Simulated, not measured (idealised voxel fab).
The name of this process module is voxel released beams.
This is section cut - it's 160 nm across, gridded in 5 nm square cells.
Cross-section, as written here: a square-cell grid given band by band from the top down, where a band holds one or more rows of cells.
Heights first: top, then bottom, in nm. Then materials, left to right, each with a width in nm. "edge to edge" on a single material: fills the band edge to edge. "blank": empty space.
Zero point of the height axis is 0; under it, received wafer = one material. Lowest band: continues down indefinitely, "from 0 down".
Top row gets the first number, bottom row gets the second, and each row in between changes by the same step: that is how a band width like "30..40" works.
Step marked "nothing altered"? Then no cell in the cross-section changed in it.
So "Completely sealed voids" is basically the list of trapped voids: any empty space of 8 cells or more that can't reach the top through an opening. They're written width x height at distance, the distance being from the left edge, and it's all nm.
The remark found on a step's line after its settings is issued by the simulator itself and pertains to that step.
On any step carrying a mask, the "overlay nm" setting, if present on the step's line, tells how far right of its planned place the mask lay; negative values point to the left.
# These are the steps we planned for the process
1,RECEIVE (material Si)
2,CONFORMAL_DEP (material SiN; thk nm 5)
3,DIRECTIONAL_DEP (material SiO2; thk nm 15)
4,DIRECTIONAL_DEP (material aC; thk nm 15)
5,PATTERN (tone open; mask id ANCHOR; material resist; width nm 35; thk nm 35; overlay nm 0)
6,DIRECTIONAL_ETCH (etch materials aC; depth nm 15)
7,STRIP (etch materials resist)
8,DIRECTIONAL_ETCH (etch materials SiO2; depth nm 15)
9,STRIP (etch materials aC)
10,CONFORMAL_DEP (material W; thk nm 15)
11,PATTERN (tone cover; mask id BEAM; material resist; width nm 110; thk nm 15; overlay nm 0)
12,DIRECTIONAL_ETCH (etch materials W; depth nm 15)
13,STRIP (etch materials resist)
14,STRIP (etch materials SiO2)
# As-received state of the wafer in cross-section, equivalent to post-step 1
  from 0 down: Si edge to edge
  Completely sealed voids: none
# The cross-section shown corresponds to the wafer at the conclusion of the module. The initial structure and the process plan are those presented above; however, one mistake occurred in executing the plan
  from 35 to 20: 25 of blank  15 of W  5 of blank  85 of W  30 of blank
  from 20 to 5: 25 of blank  35 of W  100 of blank
  from 5 to 0: SiN edge to edge
  from 0 down: Si edge to edge
  Completely sealed voids: none
Short version of what went wrong: rather than as planned, step 11 actually ran as PATTERN (tone cover; mask id BEAM; material resist; width nm 105; thk nm 15; overlay nm 0)
